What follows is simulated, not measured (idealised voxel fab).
process module | voxel released beams
Cross-sectional view cut (width: 270 nm; square cell size: 5 nm).
Each cross-section below is a grid of square cells, stated as bands in top-down order, with one or more rows of cells making up each band.
Per band: top height and bottom height in nm, followed by the left-to-right materials and their widths in nm; "all across" marks a single material spanning edge to edge, "air" marks empty space.
Basically, 0 is our baseline, since under it the wafer straight out of the box is all one material. The bottom band has no lower end and keeps on going down, so it looks like "top 0, no bottom".
A two-number width, for instance "30..40", indicates that the width is equal to the first number in the top row of the band and to the second number in the bottom row, and that it changes by a constant amount per row of cells.
Basically "no modification" means that step didn't change any cell in the cross-section.
If an empty space has no open way to the top and is at least 8 cells in size, "Listed closed voids" lists it, written width x height at distance, where distance is measured from the left edge and every value is in nm.
Step line, after settings: the simulator's comment on this step.
"overlay nm" denotes, for a step that has a mask, the displacement of the mask to the right of its planned place, with negative values corresponding to the left.
Before/after cross-section pairs, one process step each; after shown to lowest changed band; step and settings beneath. Pairs may be from different runs of this module on the same starting wafer; a pair continues from the one above only where its "Incoming structure" entry says so.

[Incoming structure]
* top 0, no bottom: Si all across
* Listed closed voids: none

[Cross-Section Thereafter]
* top 5, bottom 0: Al2O3 all across
* Note: structure below 0 unchanged.
* Listed closed voids: none
The step that takes the structure from the upper cross-section to the lower one is CONFORMAL_DEP [material Al2O3] [thk nm 5]

Incoming structure: carried over from the after image of the pair right above.

[Cross-Section Thereafter]
* top 15, bottom 5: SiO2 all across
* Note: structure below 5 unchanged.
* Listed closed voids: none
The step that takes the structure from the upper cross-section to the lower one is DIRECTIONAL_DEP [material SiO2] [thk nm 10]

Incoming structure: carried over from the after image of the pair right above.

[Cross-Section Thereafter]
* top 15, bottom 5: 85 nm SiO2; 25 nm air; 160 nm SiO2
* Note: structure below 5 unchanged.
* Listed closed voids: none
The step that takes the structure from the upper cross-section to the lower one is MASKED_ETCH [tone open] [mask id ANCHOR] [width nm 25] [etch materials SiO2] [depth nm 10] [overlay nm 0]

Incoming structure: carried over from the after image of the pair right above.

[Cross-Section Thereafter]
* top 25, bottom 15: 95 nm W; 5 nm air; 170 nm W
* top 15, bottom 5: 85 nm SiO2; 25 nm W; 160 nm SiO2
* Note: structure below 5 unchanged.
* Listed closed voids: none
The step that takes the structure from the upper cross-section to the lower one is CONFORMAL_DEP [material W] [thk nm 10]

Incoming structure: carried over from the after image of the pair right above.

[Cross-Section Thereafter]
* top 25, bottom 15: 80 nm air; 15 nm W; 5 nm air; 85 nm W; 85 nm air
* Note: structure below 15 unchanged.
* Listed closed voids: none
The step that takes the structure from the upper cross-section to the lower one is MASKED_ETCH [tone cover] [mask id BEAM] [width nm 105] [etch materials W] [depth nm 10] [overlay nm 0]

Incoming structure: carried over from the after image of the pair right above.

[Cross-Section Thereafter]
* top 25, bottom 15: 80 nm air; 15 nm W; 5 nm air; 85 nm W; 85 nm air
* top 15, bottom 5: 85 nm air; 25 nm W; 160 nm air
* Note: structure below 5 unchanged.
* Listed closed voids: none
The step that takes the structure from the upper cross-section to the lower one is STRIP [etch materials SiO2]

[Incoming structure]
* top 0, no bottom: Si all across
* Listed closed voids: none

[Cross-Section Thereafter]
* top 10, bottom 0: SiO2 all across
* Note: structure below 0 unchanged.
* Listed closed voids: none
The step that takes the structure from the upper cross-section to the lower one is DIRECTIONAL_DEP [material SiO2] [thk nm 10]

Incoming structure: carried over from the after image of the pair right above.

[Cross-Section Thereafter]
* top 10, bottom 0: 85 nm SiO2; 25 nm air; 160 nm SiO2
* Note: structure below 0 unchanged.
* Listed closed voids: none
The step that takes the structure from the upper cross-section to the lower one is MASKED_ETCH [tone open] [mask id ANCHOR] [width nm 25] [etch materials SiO2] [depth nm 10] [overlay nm 0]

Incoming structure: carried over from the after image of the pair right above.

[Cross-Section Thereafter]
* top 20, bottom 10: 95 nm W; 5 nm air; 170 nm W
* top 10, bottom 0: 85 nm SiO2; 25 nm W; 160 nm SiO2
* Note: structure below 0 unchanged.
* Listed closed voids: none
The step that takes the structure from the upper cross-section to the lower one is CONFORMAL_DEP [material W] [thk nm 10]

Incoming structure: carried over from the after image of the pair right above.

[Cross-Section Thereafter]
* top 20, bottom 10: 80 nm air; 15 nm W; 5 nm air; 85 nm W; 85 nm air
* Note: structure below 10 unchanged.
* Listed closed voids: none
The step that takes the structure from the upper cross-section to the lower one is MASKED_ETCH [tone cover] [mask id BEAM] [width nm 105] [etch materials W] [depth nm 10] [overlay nm 0]

Incoming structure: carried over from the after image of the pair right above.

[Cross-Section Thereafter]
* top 20, bottom 10: 80 nm air; 15 nm W; 5 nm air; 85 nm W; 85 nm air
* top 10, bottom 0: 85 nm air; 25 nm W; 160 nm air
* Note: structure below 0 unchanged.
* Listed closed voids: none
The step that takes the structure from the upper cross-section to the lower one is STRIP [etch materials SiO2]

[Incoming structure]
* top 10, bottom 0: SiO2 all across
* top 0, no bottom: Si all across
* Listed closed voids: none

[Cross-Section Thereafter]
* top 15, bottom 10: Al2O3 all across
* Note: structure below 10 unchanged.
* Listed closed voids: none
The step that takes the structure from the upper cross-section to the lower one is CONFORMAL_DEP [material Al2O3] [thk nm 5]

Incoming structure: carried over from the after image of the pair right above.

[Cross-Section Thereafter]
* top 25, bottom 15: W all across
* Note: structure below 15 unchanged.
* Listed closed voids: none
The step that takes the structure from the upper cross-section to the lower one is CONFORMAL_DEP [material W] [thk nm 10]

Incoming structure: carried over from the after image of the pair right above.

[Cross-Section Thereafter]
* top 25, bottom 15: 80 nm air; 105 nm W; 85 nm air
* Note: structure below 15 unchanged.
* Listed closed voids: none
The step that takes the structure from the upper cross-section to the lower one is MASKED_ETCH [tone cover] [mask id BEAM] [width nm 105] [etch materials W] [depth nm 10] [overlay nm 0]

[Incoming structure]
* top 5, bottom 0: Al2O3 all across
* top 0, no bottom: Si all across
* Listed closed voids: none

[Cross-Section Thereafter]
* top 10, bottom 5: SiO2 all across
* Note: structure below 5 unchanged.
* Listed closed voids: none
The step that takes the structure from the upper cross-section to the lower one is DIRECTIONAL_DEP [material SiO2] [thk nm 5]

Incoming structure: carried over from the after image of the pair right above.

[Cross-Section Thereafter]
* top 10, bottom 5: 85 nm SiO2; 25 nm air; 160 nm SiO2
* Note: structure below 5 unchanged.
* Listed closed voids: none
The step that takes the structure from the upper cross-section to the lower one is MASKED_ETCH [tone open] [mask id ANCHOR] [width nm 25] [etch materials SiO2] [depth nm 10] [overlay nm 0]

Incoming structure: carried over from the after image of the pair right above.

[Cross-Section Thereafter]
* top 20, bottom 15: 95 nm W; 5 nm air; 170 nm W
* top 15, bottom 10: W all across
* top 10, bottom 5: 85 nm SiO2; 25 nm W; 160 nm SiO2
* Note: structure below 5 unchanged.
* Listed closed voids: none
The step that takes the structure from the upper cross-section to the lower one is CONFORMAL_DEP [material W] [thk nm 10]

Incoming structure: carried over from the after image of the pair right above.

[Cross-Section Thereafter]
* top 20, bottom 15: 80 nm air; 15 nm W; 5 nm air; 85 nm W; 85 nm air
* top 15, bottom 10: 80 nm air; 105 nm W; 85 nm air
* Note: structure below 10 unchanged.
* Listed closed voids: none
The step that takes the structure from the upper cross-section to the lower one is MASKED_ETCH [tone cover] [mask id BEAM] [width nm 105] [etch materials W] [depth nm 10] [overlay nm 0]

Incoming structure: carried over from the after image of the pair right above.

[Cross-Section Thereafter]
* top 20, bottom 15: 80 nm air; 15 nm W; 5 nm air; 85 nm W; 85 nm air
* top 15, bottom 5: 80..85 nm air; 105..25 nm W; 85..160 nm air
* Note: structure below 5 unchanged.
* Listed closed voids: none
The step that takes the structure from the upper cross-section to the lower one is STRIP [etch materials SiO2]

[Incoming structure]
* top 25, bottom 15: 95 nm W; 5 nm air; 170 nm W
* top 15, bottom 5: 85 nm SiO2; 25 nm W; 160 nm SiO2
* top 5, bottom 0: Al2O3 all across
* top 0, no bottom: Si all across
* Listed closed voids: none

[Cross-Section Thereafter]
* top 25, bottom 15: 80 nm air; 15 nm W; 5 nm air; 90 nm W; 80 nm air
* Note: structure below 15 unchanged.
* Listed closed voids: none
The step that takes the structure from the upper cross-section to the lower one is MASKED_ETCH [tone cover] [mask id BEAM] [width nm 110] [etch materials W] [depth nm 10] [overlay nm 0]

Incoming structure: carried over from the after image of the pair right above.

[Cross-Section Thereafter]
* top 25, bottom 15: 80 nm air; 15 nm W; 5 nm air; 90 nm W; 80 nm air
* top 15, bottom 5: 85 nm air; 25 nm W; 160 nm air
* Note: structure below 5 unchanged.
* Listed closed voids: none
The step that takes the structure from the upper cross-section to the lower one is STRIP [etch materials SiO2]

[Incoming structure]
* top 25, bottom 15: 95 nm W; 5 nm air; 170 nm W
* top 15, bottom 5: 85 nm SiO2; 25 nm W; 160 nm SiO2
* top 5, bottom 0: Al2O3 all across
* top 0, no bottom: Si all across
* Listed closed voids: none

[Cross-Section Thereafter]
* top 25, bottom 15: 75 nm air; 20 nm W; 5 nm air; 80 nm W; 90 nm air
* Note: structure below 15 unchanged.
* Listed closed voids: none
The step that takes the structure from the upper cross-section to the lower one is MASKED_ETCH [tone cover] [mask id BEAM] [width nm 105] [etch materials W] [depth nm 10] [overlay nm -5]

Incoming structure: carried over from the after image of the pair right above.

[Cross-Section Thereafter]
* top 25, bottom 15: 75 nm air; 20 nm W; 5 nm air; 80 nm W; 90 nm air
* top 15, bottom 5: 85 nm air; 25 nm W; 160 nm air
* Note: structure below 5 unchanged.
* Listed closed voids: none
The step that takes the structure from the upper cross-section to the lower one is STRIP [etch materials SiO2]

[Incoming structure]
* top 5, bottom 0: Al2O3 all across
* top 0, no bottom: Si all across
* Listed closed voids: none

[Cross-Section Thereafter]
* top 15, bottom 5: W all across
* Note: structure below 5 unchanged.
* Listed closed voids: none
The step that takes the structure from the upper cross-section to the lower one is DIRECTIONAL_DEP [material W] [thk nm 10]

Incoming structure: carried over from the after image of the pair right above.

[Cross-Section Thereafter]
* top 25, bottom 5: W all across
* Note: structure below 5 unchanged.
* Listed closed voids: none
The step that takes the structure from the upper cross-section to the lower one is CONFORMAL_DEP [material W] [thk nm 10]

Incoming structure: carried over from the after image of the pair right above.

[Cross-Section Thereafter]
* top 25, bottom 15: 80 nm air; 105 nm W; 85 nm air
* Note: structure below 15 unchanged.
* Listed closed voids: none
The step that takes the structure from the upper cross-section to the lower one is MASKED_ETCH [tone cover] [mask id BEAM] [width nm 105] [etch materials W] [depth nm 10] [overlay nm 0]

[Incoming structure]
* top 25, bottom 15: 95 nm W; 5 nm air; 170 nm W
* top 15, bottom 5: 85 nm SiO2; 25 nm W; 160 nm SiO2
* top 5, bottom 0: Al2O3 all across
* top 0, no bottom: Si all across
* Listed closed voids: none

[Cross-Section Thereafter]
* top 25, bottom 15: 80 nm W; 105 nm air; 85 nm W
* top 15, bottom 5: 85 nm SiO2; 10 nm W; 5 nm air; 10 nm W; 160 nm SiO2
* Note: structure below 5 unchanged.
* Listed closed voids: none
The step that takes the structure from the upper cross-section to the lower one is MASKED_ETCH [tone open] [mask id BEAM] [width nm 105] [etch materials W] [depth nm 10] [overlay nm 0]

Incoming structure: carried over from the after image of the pair right above.

[Cross-Section Thereafter]
* top 15, bottom 5: 85 nm air; 10 nm W; 5 nm air; 10 nm W; 160 nm air
* Note: structure below 5 unchanged.
* Listed closed voids: none
The step that takes the structure from the upper cross-section to the lower one is STRIP [etch materials SiO2]
